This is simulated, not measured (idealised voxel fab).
process module | voxel wiring stack
cross-section cut | 230 nm wide | cells 5 nm
A cross-section is a grid of square cells, given in bands from the top down. A band is one or more rows of cells.
Each band's line starts with the height of the band's top and of its bottom, in nm. Then come its materials from left to right, each with its width in nm. One material with "throughout" fills the band from edge to edge. "air" is empty space.
Height 0 is the level under which the wafer as received is all one material. The lowest band goes on downwards, as in "0 down".
A width such as "30 to 40" changes by the same amount from each row of cells to the next, from the band's top row to its bottom row.
"no change" after a step means that no cell of the cross-section changed.
closed voids: empty space of 8 cells or more with no open way to the top, each as width x height at its distance from the left edge, in nm
after a step's settings: what the simulator itself notes on the step
overlay nm, on a step with a mask: how far to the right of its planned place the mask lay; to the left if negative
plan
1 op RECEIVE | material Si
2 op CONFORMAL_DEP | material SiO2 | thk nm 10
3 op CONFORMAL_DEP | material SiCN | thk nm 5
4 op DIRECTIONAL_DEP | material SiO2 | thk nm 15
5 op MASKED_ETCH | tone open | mask id METAL_1 | width nm 20 | pitch nm 35 | etch materials SiO2 | depth nm 15 | overlay nm 0
6 op MASKED_ETCH | tone open | mask id METAL_1 | width nm 20 | pitch nm 35 | etch materials SiCN | depth nm 5 | overlay nm 0
7 op CONFORMAL_DEP | material TiN | thk nm 5
8 op FILL_DEP | material W | thk nm 5
9 op CMP | height nm 30
10 op EPI | material Ru | thk nm 5
11 op FILL_DEP | material SiCN | thk nm 5
12 op DIRECTIONAL_DEP | material lowk | thk nm 20
13 op MASKED_ETCH | tone open | mask id PLUG_1 | width nm 15 | pitch nm 35 | etch materials lowk | depth nm 20 | overlay nm 0
14 op MASKED_ETCH | tone open | mask id PLUG_1 | width nm 15 | pitch nm 35 | etch materials SiCN | depth nm 5 | overlay nm 0
15 op CONFORMAL_DEP | material TiN | thk nm 5
16 op FILL_DEP | material Cu | thk nm 10
17 op CMP | height nm 60
18 op DIRECTIONAL_DEP | material TiN | thk nm 5
19 op DIRECTIONAL_DEP | material W | thk nm 20
20 op PATTERN | tone cover | mask id METAL_2 | material resist | width nm 20 | pitch nm 35 | thk nm 15 | overlay nm 0
21 op DIRECTIONAL_ETCH | etch materials W | depth nm 20
22 op DIRECTIONAL_ETCH | etch materials TiN | depth nm 5
23 op STRIP | etch materials resist
24 op FILL_DEP | material lowk | thk nm 10
25 op CMP | height nm 85
26 op CONFORMAL_DEP | material SiCN | thk nm 5
27 op DIRECTIONAL_DEP | material SiO2 | thk nm 30
28 op DIRECTIONAL_DEP | material aC | thk nm 10
29 op PATTERN | tone open | mask id METAL_3_HOLES | material resist | width nm 15 | pitch nm 70 | thk nm 25 | overlay nm 0
30 op DIRECTIONAL_ETCH | etch materials aC | depth nm 10
31 op STRIP | etch materials resist
32 op DIRECTIONAL_ETCH | etch materials SiO2 | depth nm 30
33 op STRIP | etch materials aC
34 op PATTERN | tone open | mask id METAL_3 | material resist | width nm 20 | pitch nm 35 | thk nm 20 | overlay nm 0
35 op DIRECTIONAL_ETCH | etch materials SiO2 | depth nm 15
36 op DIRECTIONAL_ETCH | etch materials SiCN | depth nm 5
37 op STRIP | etch materials resist
38 op CONFORMAL_DEP | material TiN | thk nm 5
39 op FILL_DEP | material Cu | thk nm 5
40 op CMP | height nm 120
41 op CONFORMAL_DEP | material SiCN | thk nm 5
as received, after step 1
  0 down: Si throughout
  closed voids: none
first wafer at the end, as planned
  125 to 120: SiCN throughout
  120 to 110: SiO2 50 | TiN 5 | Cu 10 | TiN 5 | SiO2 15 | TiN 5 | Cu 10 | TiN 5 | SiO2 15 | TiN 5 | Cu 10 | TiN 5 | SiO2 15 | TiN 5 | Cu 10 | TiN 5 | SiO2 55
  110 to 105: SiO2 50 | TiN 5 | Cu 5 | TiN 10 | SiO2 15 | TiN 20 | SiO2 15 | TiN 5 | Cu 5 | TiN 10 | SiO2 15 | TiN 20 | SiO2 55
  105 to 90: SiO2 50 | TiN 5 | Cu 5 | TiN 5 | SiO2 55 | TiN 5 | Cu 5 | TiN 5 | SiO2 95
  90 to 85: SiCN 50 | TiN 15 | SiCN 55 | TiN 15 | SiCN 95
  85 to 65: lowk 50 | W 20 | lowk 15 | W 20 | lowk 15 | W 20 | lowk 15 | W 20 | lowk 55
  65 to 60: lowk 50 | TiN 20 | lowk 15 | TiN 20 | lowk 15 | TiN 20 | lowk 15 | TiN 20 | lowk 55
  60 to 40: lowk 50 | TiN 5 | Cu 5 | TiN 5 | lowk 20 | TiN 5 | Cu 5 | TiN 5 | lowk 20 | TiN 5 | Cu 5 | TiN 5 | lowk 20 | TiN 5 | Cu 5 | TiN 5 | lowk 60
  40 to 35: SiCN 50 | TiN 15 | SiCN 20 | TiN 15 | SiCN 20 | TiN 15 | SiCN 20 | TiN 15 | SiCN 60
  35 to 30: SiCN 45 | Ru 30 | SiCN 5 | Ru 30 | SiCN 5 | Ru 30 | SiCN 5 | Ru 30 | SiCN 50
  30 to 15: SiO2 50 | TiN 5 | W 10 | TiN 5 | SiO2 15 | TiN 5 | W 10 | TiN 5 | SiO2 15 | TiN 5 | W 10 | TiN 5 | SiO2 15 | TiN 5 | W 10 | TiN 5 | SiO2 55
  15 to 10: SiCN 50 | TiN 20 | SiCN 15 | TiN 20 | SiCN 15 | TiN 20 | SiCN 15 | TiN 20 | SiCN 55
  10 to 0: SiO2 throughout
  0 down: Si throughout
  closed voids: none
second wafer at the end: like start, like plan, one mistake
  125 to 120: SiCN throughout
  120 to 110: SiO2 50 | TiN 5 | Cu 10 | TiN 5 | SiO2 15 | TiN 5 | Cu 10 | TiN 5 | SiO2 15 | TiN 5 | Cu 10 | TiN 5 | SiO2 15 | TiN 5 | Cu 10 | TiN 5 | SiO2 55
  110 to 105: SiO2 50 | TiN 5 | Cu 5 | TiN 10 | SiO2 15 | TiN 20 | SiO2 15 | TiN 5 | Cu 5 | TiN 10 | SiO2 15 | TiN 20 | SiO2 55
  105 to 90: SiO2 50 | TiN 5 | Cu 5 | TiN 5 | SiO2 55 | TiN 5 | Cu 5 | TiN 5 | SiO2 95
  90 to 85: SiCN 50 | TiN 15 | SiCN 55 | TiN 15 | SiCN 95
  85 to 65: lowk 50 | W 20 | lowk 15 | W 20 | lowk 15 | W 20 | lowk 15 | W 20 | lowk 55
  65 to 60: lowk 50 | TiN 20 | lowk 15 | TiN 20 | lowk 15 | TiN 20 | lowk 15 | TiN 20 | lowk 55
  60 to 45: lowk 50 | TiN 5 | Cu 10 | TiN 5 | lowk 15 | TiN 5 | Cu 10 | TiN 5 | lowk 15 | TiN 5 | Cu 10 | TiN 5 | lowk 15 | TiN 5 | Cu 10 | TiN 5 | lowk 55
  45 to 40: lowk 50 | TiN 5 | Cu 5 | TiN 10 | lowk 15 | TiN 5 | Cu 5 | TiN 10 | lowk 15 | TiN 5 | Cu 5 | TiN 10 | lowk 15 | TiN 5 | Cu 5 | TiN 10 | lowk 55
  40 to 35: SiCN 50 | TiN 15 | SiCN 20 | TiN 15 | SiCN 20 | TiN 15 | SiCN 20 | TiN 15 | SiCN 60
  35 to 30: SiCN 45 | Ru 30 | SiCN 5 | Ru 30 | SiCN 5 | Ru 30 | SiCN 5 | Ru 30 | SiCN 50
  30 to 15: SiO2 50 | TiN 5 | W 10 | TiN 5 | SiO2 15 | TiN 5 | W 10 | TiN 5 | SiO2 15 | TiN 5 | W 10 | TiN 5 | SiO2 15 | TiN 5 | W 10 | TiN 5 | SiO2 55
  15 to 10: SiCN 50 | TiN 20 | SiCN 15 | TiN 20 | SiCN 15 | TiN 20 | SiCN 15 | TiN 20 | SiCN 55
  10 to 0: SiO2 throughout
  0 down: Si throughout
  closed voids: none
what went wrong: step 13 ran as: op MASKED_ETCH | tone open | mask id PLUG_1 | width nm 20 | pitch nm 35 | etch materials lowk | depth nm 20 | overlay nm 0
at the end the second wafer has, in cells: 12 more of Cu | 4 more of TiN | 16 fewer of lowk
